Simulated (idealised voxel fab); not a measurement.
Proc. module: voxel capacitor over wiring
The cross-section shown here is cut; it is 225 nm wide and divided into square cells measuring 5 nm on a side.
How to read a cross-section here: the picture is a grid of square cells, written as bands going from the top down, and any band can span one or more rows of cells. Top height, bottom height, nm. Materials left to right, width each, nm. Single material + "all across" = fills band edge to edge. "air" = empty. For the purposes of this specification, 0 denotes the height below which the wafer in its as-received condition is composed wholly of one material, and the lowermost band, lacking a lower limit, extends downward without end, as expressed in "0 nm and below". Width: "30->40" (first number = top row, second number = bottom row, same change from row to row of cells). Any step labelled "changes: none" changed none of the cells in the cross-section. "Closed void catalog" specifies each empty space that is not open to the top and that occupies no fewer than 8 cells, using the form width x height at distance, the distance measured from the left edge and all three quantities in nm. Anything after a step's settings on that line? It's the simulator's own note about the step. Regarding "overlay nm": on a step with a mask, it is the distance the mask lay to the right of its planned place; a negative value places it to the left.
Steps planned for the process
1. RECEIVE,material Si
2. CONFORMAL_DEP,material SiO2,thk nm 15
3. DIRECTIONAL_DEP,material TiN,thk nm 5
4. DIRECTIONAL_DEP,material W,thk nm 25
5. MASKED_ETCH,tone cover,mask id METAL_1,width nm 30,pitch nm 95,etch materials W,depth nm 25,overlay nm 0
6. MASKED_ETCH,tone cover,mask id METAL_1,width nm 30,pitch nm 95,etch materials TiN,depth nm 5,overlay nm 0
7. CONFORMAL_DEP,material SiN,thk nm 5
8. FILL_DEP,material SiO2,thk nm 10
9. CMP,height nm 45
10. CONFORMAL_DEP,material SiCN,thk nm 5
11. DIRECTIONAL_DEP,material lowk,thk nm 20
12. DIRECTIONAL_DEP,material aC,thk nm 15
13. PATTERN,tone open,mask id PLUG_1,material resist,width nm 15,thk nm 30,overlay nm 0
14. DIRECTIONAL_ETCH,etch materials aC,depth nm 15
15. STRIP,etch materials resist
16. DIRECTIONAL_ETCH,etch materials lowk,depth nm 20
17. DIRECTIONAL_ETCH,etch materials SiCN,depth nm 5
18. STRIP,etch materials aC
19. EPI,material Ru,thk nm 10
20. EPI,material Ru,thk nm 10
21. EPI,material Ru,thk nm 5
22. DIRECTIONAL_DEP,material TiN,thk nm 10
23. DIRECTIONAL_DEP,material SiN,thk nm 5
24. DIRECTIONAL_DEP,material TiN,thk nm 10
25. DIRECTIONAL_DEP,material aC,thk nm 15
26. PATTERN,tone cover,mask id UPPER_PLATE,material resist,width nm 70,thk nm 35,overlay nm 0
27. DIRECTIONAL_ETCH,etch materials aC,depth nm 15
28. STRIP,etch materials resist
29. DIRECTIONAL_ETCH,etch materials TiN,depth nm 10
30. DIRECTIONAL_ETCH,etch materials SiN,depth nm 5
31. STRIP,etch materials aC
32. DIRECTIONAL_DEP,material aC,thk nm 10
33. PATTERN,tone cover,mask id LOWER_PLATE,material resist,width nm 80,thk nm 25,overlay nm 0
34. DIRECTIONAL_ETCH,etch materials aC,depth nm 10
35. STRIP,etch materials resist
36. DIRECTIONAL_ETCH,etch materials TiN,depth nm 10
37. STRIP,etch materials aC
38. FILL_DEP,material SiO2,thk nm 20
39. CMP,height nm 110
40. DIRECTIONAL_DEP,material aC,thk nm 15
41. PATTERN,tone open,mask id PLUG_2,material resist,width nm 15,thk nm 35,overlay nm 0
42. DIRECTIONAL_ETCH,etch materials aC,depth nm 15
43. STRIP,etch materials resist
44. DIRECTIONAL_ETCH,etch materials SiO2,depth nm 15
45. STRIP,etch materials aC
46. CONFORMAL_DEP,material TiN,thk nm 5
47. FILL_DEP,material Ru,thk nm 10
48. CMP,height nm 110
49. CONFORMAL_DEP,material SiCN,thk nm 5
First of two wafers, with the run carried out as planned
Shown in cross-section is the wafer as received, that is, as it stands after step 1
0 nm and below = Si all across
Closed void catalog: none
You're looking at a cross-section of the wafer after step 2
15 nm to 0 nm = SiO2 all across
Lower than 0, everything is as it was.
You're looking at a cross-section of the wafer after step 3
20 nm to 15 nm = TiN all across
Lower than 15, everything is as it was.
You're looking at a cross-section of the wafer after step 4
45 nm to 20 nm = W all across
Lower than 20, everything is as it was.
You're looking at a cross-section of the wafer after step 5
45 nm to 20 nm = 50 nm air, then 30 nm W, then 65 nm air, then 30 nm W, then 50 nm air
Lower than 20, everything is as it was.
You're looking at a cross-section of the wafer after step 6
45 nm to 20 nm = 50 nm air, then 30 nm W, then 65 nm air, then 30 nm W, then 50 nm air
20 nm to 15 nm = 50 nm air, then 30 nm TiN, then 65 nm air, then 30 nm TiN, then 50 nm air
Lower than 15, everything is as it was.
You're looking at a cross-section of the wafer after step 7
50 nm to 45 nm = 45 nm air, then 40 nm SiN, then 55 nm air, then 40 nm SiN, then 45 nm air
45 nm to 20 nm = 45 nm air, then 5 nm SiN, then 30 nm W, then 5 nm SiN, then 55 nm air, then 5 nm SiN, then 30 nm W, then 5 nm SiN, then 45 nm air
20 nm to 15 nm = 50 nm SiN, then 30 nm TiN, then 65 nm SiN, then 30 nm TiN, then 50 nm SiN
Lower than 15, everything is as it was.
You're looking at a cross-section of the wafer after step 8
60 nm to 50 nm = SiO2 all across
50 nm to 45 nm = 45 nm SiO2, then 40 nm SiN, then 55 nm SiO2, then 40 nm SiN, then 45 nm SiO2
45 nm to 20 nm = 45 nm SiO2, then 5 nm SiN, then 30 nm W, then 5 nm SiN, then 55 nm SiO2, then 5 nm SiN, then 30 nm W, then 5 nm SiN, then 45 nm SiO2
Lower than 20, everything is as it was.
You're looking at a cross-section of the wafer after step 9
45 nm to 20 nm = 45 nm SiO2, then 5 nm SiN, then 30 nm W, then 5 nm SiN, then 55 nm SiO2, then 5 nm SiN, then 30 nm W, then 5 nm SiN, then 45 nm SiO2
Lower than 20, everything is as it was.
You're looking at a cross-section of the wafer after step 10
50 nm to 45 nm = SiCN all across
Lower than 45, everything is as it was.
You're looking at a cross-section of the wafer after step 11
70 nm to 50 nm = lowk all across
Lower than 50, everything is as it was.
You're looking at a cross-section of the wafer after step 12
85 nm to 70 nm = aC all across
Lower than 70, everything is as it was.
You're looking at a cross-section of the wafer after step 13
115 nm to 85 nm = 65 nm resist, then 15 nm air, then 145 nm resist
Lower than 85, everything is as it was.
You're looking at a cross-section of the wafer after step 14
100 nm to 85 nm = 65 nm resist, then 15 nm air, then 145 nm resist
85 nm to 70 nm = 65 nm aC, then 15 nm air, then 145 nm aC
Lower than 70, everything is as it was.
You're looking at a cross-section of the wafer after step 15
85 nm to 70 nm = 65 nm aC, then 15 nm air, then 145 nm aC
Lower than 70, everything is as it was.
You're looking at a cross-section of the wafer after step 16
85 nm to 70 nm = 65 nm aC, then 15 nm air, then 145 nm aC
70 nm to 50 nm = 65 nm lowk, then 15 nm air, then 145 nm lowk
Lower than 50, everything is as it was.
You're looking at a cross-section of the wafer after step 17
85 nm to 70 nm = 65 nm aC, then 15 nm air, then 145 nm aC
70 nm to 50 nm = 65 nm lowk, then 15 nm air, then 145 nm lowk
50 nm to 45 nm = 65 nm SiCN, then 15 nm air, then 145 nm SiCN
Lower than 45, everything is as it was.
You're looking at a cross-section of the wafer after step 18
70 nm to 50 nm = 65 nm lowk, then 15 nm air, then 145 nm lowk
Lower than 50, everything is as it was.
You're looking at a cross-section of the wafer after step 19
70 nm to 55 nm = 65 nm lowk, then 15 nm air, then 145 nm lowk
55 nm to 50 nm = 65 nm lowk, then 15 nm Ru, then 145 nm lowk
50 nm to 45 nm = 65 nm SiCN, then 15 nm Ru, then 145 nm SiCN
Lower than 45, everything is as it was.
You're looking at a cross-section of the wafer after step 20
70 nm to 65 nm = 65 nm lowk, then 15 nm air, then 145 nm lowk
65 nm to 50 nm = 65 nm lowk, then 15 nm Ru, then 145 nm lowk
Lower than 50, everything is as it was.
You're looking at a cross-section of the wafer after step 21
70 nm to 50 nm = 65 nm lowk, then 15 nm Ru, then 145 nm lowk
Lower than 50, everything is as it was.
You're looking at a cross-section of the wafer after step 22
80 nm to 70 nm = TiN all across
Lower than 70, everything is as it was.
You're looking at a cross-section of the wafer after step 23
85 nm to 80 nm = SiN all across
Lower than 80, everything is as it was.
You're looking at a cross-section of the wafer after step 24
95 nm to 85 nm = TiN all across
Lower than 85, everything is as it was.
You're looking at a cross-section of the wafer after step 25
110 nm to 95 nm = aC all across
Lower than 95, everything is as it was.
You're looking at a cross-section of the wafer after step 26
145 nm to 110 nm = 65 nm air, then 70 nm resist, then 90 nm air
Lower than 110, everything is as it was.
You're looking at a cross-section of the wafer after step 27
130 nm to 110 nm = 65 nm air, then 70 nm resist, then 90 nm air
110 nm to 95 nm = 65 nm air, then 70 nm aC, then 90 nm air
Lower than 95, everything is as it was.
You're looking at a cross-section of the wafer after step 28
110 nm to 95 nm = 65 nm air, then 70 nm aC, then 90 nm air
Lower than 95, everything is as it was.
You're looking at a cross-section of the wafer after step 29
110 nm to 95 nm = 65 nm air, then 70 nm aC, then 90 nm air
95 nm to 85 nm = 65 nm air, then 70 nm TiN, then 90 nm air
Lower than 85, everything is as it was.
You're looking at a cross-section of the wafer after step 30
110 nm to 95 nm = 65 nm air, then 70 nm aC, then 90 nm air
95 nm to 85 nm = 65 nm air, then 70 nm TiN, then 90 nm air
85 nm to 80 nm = 65 nm air, then 70 nm SiN, then 90 nm air
Lower than 80, everything is as it was.
You're looking at a cross-section of the wafer after step 31
95 nm to 85 nm = 65 nm air, then 70 nm TiN, then 90 nm air
Lower than 85, everything is as it was.
You're looking at a cross-section of the wafer after step 32
105 nm to 95 nm = 65 nm air, then 70 nm aC, then 90 nm air
95 nm to 90 nm = 65 nm air, then 70 nm TiN, then 90 nm air
90 nm to 85 nm = 65 nm aC, then 70 nm TiN, then 90 nm aC
85 nm to 80 nm = 65 nm aC, then 70 nm SiN, then 90 nm aC
Lower than 80, everything is as it was.
You're looking at a cross-section of the wafer after step 33
130 nm to 105 nm = 60 nm air, then 80 nm resist, then 85 nm air
105 nm to 95 nm = 60 nm air, then 5 nm resist, then 70 nm aC, then 5 nm resist, then 85 nm air
95 nm to 90 nm = 60 nm air, then 5 nm resist, then 70 nm TiN, then 5 nm resist, then 85 nm air
Lower than 90, everything is as it was.
You're looking at a cross-section of the wafer after step 34
120 nm to 105 nm = 60 nm air, then 80 nm resist, then 85 nm air
105 nm to 95 nm = 60 nm air, then 5 nm resist, then 70 nm aC, then 5 nm resist, then 85 nm air
95 nm to 90 nm = 60 nm air, then 5 nm resist, then 70 nm TiN, then 5 nm resist, then 85 nm air
90 nm to 85 nm = 60 nm air, then 5 nm aC, then 70 nm TiN, then 5 nm aC, then 85 nm air
85 nm to 80 nm = 60 nm air, then 5 nm aC, then 70 nm SiN, then 5 nm aC, then 85 nm air
Lower than 80, everything is as it was.
You're looking at a cross-section of the wafer after step 35
105 nm to 95 nm = 65 nm air, then 70 nm aC, then 90 nm air
95 nm to 90 nm = 65 nm air, then 70 nm TiN, then 90 nm air
Lower than 90, everything is as it was.
You're looking at a cross-section of the wafer after step 36
105 nm to 95 nm = 65 nm air, then 70 nm aC, then 90 nm air
95 nm to 90 nm = 65 nm air, then 70 nm TiN, then 90 nm air
90 nm to 85 nm = 60 nm air, then 5 nm aC, then 70 nm TiN, then 5 nm aC, then 85 nm air
85 nm to 80 nm = 60 nm air, then 5 nm aC, then 70 nm SiN, then 5 nm aC, then 85 nm air
80 nm to 70 nm = 60 nm air, then 80 nm TiN, then 85 nm air
Lower than 70, everything is as it was.
You're looking at a cross-section of the wafer after step 37
95 nm to 85 nm = 65 nm air, then 70 nm TiN, then 90 nm air
85 nm to 80 nm = 65 nm air, then 70 nm SiN, then 90 nm air
Lower than 80, everything is as it was.
You're looking at a cross-section of the wafer after step 38
115 nm to 95 nm = SiO2 all across
95 nm to 85 nm = 65 nm SiO2, then 70 nm TiN, then 90 nm SiO2
85 nm to 80 nm = 65 nm SiO2, then 70 nm SiN, then 90 nm SiO2
80 nm to 70 nm = 60 nm SiO2, then 80 nm TiN, then 85 nm SiO2
Lower than 70, everything is as it was.
You're looking at a cross-section of the wafer after step 39
110 nm to 95 nm = SiO2 all across
Lower than 95, everything is as it was.
You're looking at a cross-section of the wafer after step 40
125 nm to 110 nm = aC all across
Lower than 110, everything is as it was.
You're looking at a cross-section of the wafer after step 41
160 nm to 125 nm = 75 nm resist, then 15 nm air, then 135 nm resist
Lower than 125, everything is as it was.
You're looking at a cross-section of the wafer after step 42
145 nm to 125 nm = 75 nm resist, then 15 nm air, then 135 nm resist
125 nm to 110 nm = 75 nm aC, then 15 nm air, then 135 nm aC
Lower than 110, everything is as it was.
You're looking at a cross-section of the wafer after step 43
125 nm to 110 nm = 75 nm aC, then 15 nm air, then 135 nm aC
Lower than 110, everything is as it was.
You're looking at a cross-section of the wafer after step 44
125 nm to 110 nm = 75 nm aC, then 15 nm air, then 135 nm aC
110 nm to 95 nm = 75 nm SiO2, then 15 nm air, then 135 nm SiO2
Lower than 95, everything is as it was.
You're looking at a cross-section of the wafer after step 45
110 nm to 95 nm = 75 nm SiO2, then 15 nm air, then 135 nm SiO2
Lower than 95, everything is as it was.
You're looking at a cross-section of the wafer after step 46
115 nm to 110 nm = 80 nm TiN, then 5 nm air, then 140 nm TiN
110 nm to 100 nm = 75 nm SiO2, then 5 nm TiN, then 5 nm air, then 5 nm TiN, then 135 nm SiO2
100 nm to 95 nm = 75 nm SiO2, then 15 nm TiN, then 135 nm SiO2
Lower than 95, everything is as it was.
You're looking at a cross-section of the wafer after step 47
125 nm to 115 nm = Ru all across
115 nm to 110 nm = 80 nm TiN, then 5 nm Ru, then 140 nm TiN
110 nm to 100 nm = 75 nm SiO2, then 5 nm TiN, then 5 nm Ru, then 5 nm TiN, then 135 nm SiO2
Lower than 100, everything is as it was.
You're looking at a cross-section of the wafer after step 48
110 nm to 100 nm = 75 nm SiO2, then 5 nm TiN, then 5 nm Ru, then 5 nm TiN, then 135 nm SiO2
Lower than 100, everything is as it was.
You're looking at a cross-section of the wafer after step 49
115 nm to 110 nm = SiCN all across
Lower than 110, everything is as it was.
The remaining wafer, second of the two, started like the first and was run to the same plan, except that one mistake was made along the way; the two coincide through step 25, inclusive
Cross-section of the second wafer at the time by which step 26 should have been completed according to the plan
145 nm to 110 nm = 65 nm resist, then 70 nm air, then 90 nm resist
Lower than 110, everything is as it was.
Cross-section of the second wafer at the time by which step 27 should have been completed according to the plan
130 nm to 110 nm = 65 nm resist, then 70 nm air, then 90 nm resist
110 nm to 95 nm = 65 nm aC, then 70 nm air, then 90 nm aC
Lower than 95, everything is as it was.
Cross-section of the second wafer at the time by which step 28 should have been completed according to the plan
110 nm to 95 nm = 65 nm aC, then 70 nm air, then 90 nm aC
Lower than 95, everything is as it was.
Cross-section of the second wafer at the time by which step 29 should have been completed according to the plan
110 nm to 95 nm = 65 nm aC, then 70 nm air, then 90 nm aC
95 nm to 85 nm = 65 nm TiN, then 70 nm air, then 90 nm TiN
Lower than 85, everything is as it was.
Cross-section of the second wafer at the time by which step 30 should have been completed according to the plan
110 nm to 95 nm = 65 nm aC, then 70 nm air, then 90 nm aC
95 nm to 85 nm = 65 nm TiN, then 70 nm air, then 90 nm TiN
85 nm to 80 nm = 65 nm SiN, then 70 nm air, then 90 nm SiN
Lower than 80, everything is as it was.
Cross-section of the second wafer at the time by which step 31 should have been completed according to the plan
95 nm to 85 nm = 65 nm TiN, then 70 nm air, then 90 nm TiN
Lower than 85, everything is as it was.
Cross-section of the second wafer at the time by which step 32 should have been completed according to the plan
105 nm to 95 nm = 65 nm aC, then 70 nm air, then 90 nm aC
95 nm to 90 nm = 65 nm TiN, then 70 nm air, then 90 nm TiN
90 nm to 85 nm = 65 nm TiN, then 70 nm aC, then 90 nm TiN
85 nm to 80 nm = 65 nm SiN, then 70 nm aC, then 90 nm SiN
Lower than 80, everything is as it was.
Cross-section of the second wafer at the time by which step 33 should have been completed according to the plan
130 nm to 105 nm = 60 nm air, then 80 nm resist, then 85 nm air
105 nm to 95 nm = 65 nm aC, then 70 nm resist, then 90 nm aC
95 nm to 90 nm = 65 nm TiN, then 70 nm resist, then 90 nm TiN
Lower than 90, everything is as it was.
Cross-section of the second wafer at the time by which step 34 should have been completed according to the plan
120 nm to 105 nm = 60 nm air, then 80 nm resist, then 85 nm air
105 nm to 95 nm = 60 nm air, then 5 nm aC, then 70 nm resist, then 5 nm aC, then 85 nm air
Lower than 95, everything is as it was.
Cross-section of the second wafer at the time by which step 35 should have been completed according to the plan
105 nm to 95 nm = 60 nm air, then 5 nm aC, then 70 nm air, then 5 nm aC, then 85 nm air
95 nm to 90 nm = 65 nm TiN, then 70 nm air, then 90 nm TiN
Lower than 90, everything is as it was.
Cross-section of the second wafer at the time by which step 36 should have been completed according to the plan
105 nm to 95 nm = 60 nm air, then 5 nm aC, then 70 nm air, then 5 nm aC, then 85 nm air
95 nm to 90 nm = 60 nm air, then 5 nm TiN, then 70 nm air, then 5 nm TiN, then 85 nm air
90 nm to 85 nm = 60 nm air, then 5 nm TiN, then 70 nm aC, then 5 nm TiN, then 85 nm air
Lower than 85, everything is as it was.
Cross-section of the second wafer at the time by which step 37 should have been completed according to the plan
95 nm to 85 nm = 60 nm air, then 5 nm TiN, then 70 nm air, then 5 nm TiN, then 85 nm air
85 nm to 80 nm = 65 nm SiN, then 70 nm air, then 90 nm SiN
Lower than 80, everything is as it was.
Cross-section of the second wafer at the time by which step 38 should have been completed according to the plan
115 nm to 95 nm = SiO2 all across
95 nm to 85 nm = 60 nm SiO2, then 5 nm TiN, then 70 nm SiO2, then 5 nm TiN, then 85 nm SiO2
85 nm to 80 nm = 65 nm SiN, then 70 nm SiO2, then 90 nm SiN
Lower than 80, everything is as it was.
Cross-section of the second wafer at the time by which step 39 should have been completed according to the plan
110 nm to 95 nm = SiO2 all across
Lower than 95, everything is as it was.
Cross-section of the second wafer at the time by which step 40 should have been completed according to the plan
125 nm to 110 nm = aC all across
Lower than 110, everything is as it was.
Cross-section of the second wafer at the time by which step 41 should have been completed according to the plan
160 nm to 125 nm = 75 nm resist, then 15 nm air, then 135 nm resist
Lower than 125, everything is as it was.
Cross-section of the second wafer at the time by which step 42 should have been completed according to the plan
145 nm to 125 nm = 75 nm resist, then 15 nm air, then 135 nm resist
125 nm to 110 nm = 75 nm aC, then 15 nm air, then 135 nm aC
Lower than 110, everything is as it was.
Cross-section of the second wafer at the time by which step 43 should have been completed according to the plan
125 nm to 110 nm = 75 nm aC, then 15 nm air, then 135 nm aC
Lower than 110, everything is as it was.
Cross-section of the second wafer at the time by which step 44 should have been completed according to the plan
125 nm to 110 nm = 75 nm aC, then 15 nm air, then 135 nm aC
110 nm to 95 nm = 75 nm SiO2, then 15 nm air, then 135 nm SiO2
Lower than 95, everything is as it was.
Cross-section of the second wafer at the time by which step 45 should have been completed according to the plan
110 nm to 95 nm = 75 nm SiO2, then 15 nm air, then 135 nm SiO2
Lower than 95, everything is as it was.
Cross-section of the second wafer at the time by which step 46 should have been completed according to the plan
115 nm to 110 nm = 80 nm TiN, then 5 nm air, then 140 nm TiN
110 nm to 100 nm = 75 nm SiO2, then 5 nm TiN, then 5 nm air, then 5 nm TiN, then 135 nm SiO2
100 nm to 95 nm = 75 nm SiO2, then 15 nm TiN, then 135 nm SiO2
Lower than 95, everything is as it was.
Cross-section of the second wafer at the time by which step 47 should have been completed according to the plan
125 nm to 115 nm = Ru all across
115 nm to 110 nm = 80 nm TiN, then 5 nm Ru, then 140 nm TiN
110 nm to 100 nm = 75 nm SiO2, then 5 nm TiN, then 5 nm Ru, then 5 nm TiN, then 135 nm SiO2
Lower than 100, everything is as it was.
Cross-section of the second wafer at the time by which step 48 should have been completed according to the plan
110 nm to 100 nm = 75 nm SiO2, then 5 nm TiN, then 5 nm Ru, then 5 nm TiN, then 135 nm SiO2
Lower than 100, everything is as it was.
Cross-section of the second wafer at the time by which step 49 should have been completed according to the plan
115 nm to 110 nm = SiCN all across
Lower than 110, everything is as it was.
What broke from the plan during processing? step 26 was processed under conditions differing from the plan, specifically as PATTERN,tone open,mask id UPPER_PLATE,material resist,width nm 70,thk nm 35,overlay nm 0
In the final state, the cell counts of the second wafer exceed or fall short of those of the first for the following materials: 17 more of SiN, 51 fewer of SiO2, 34 more of TiN
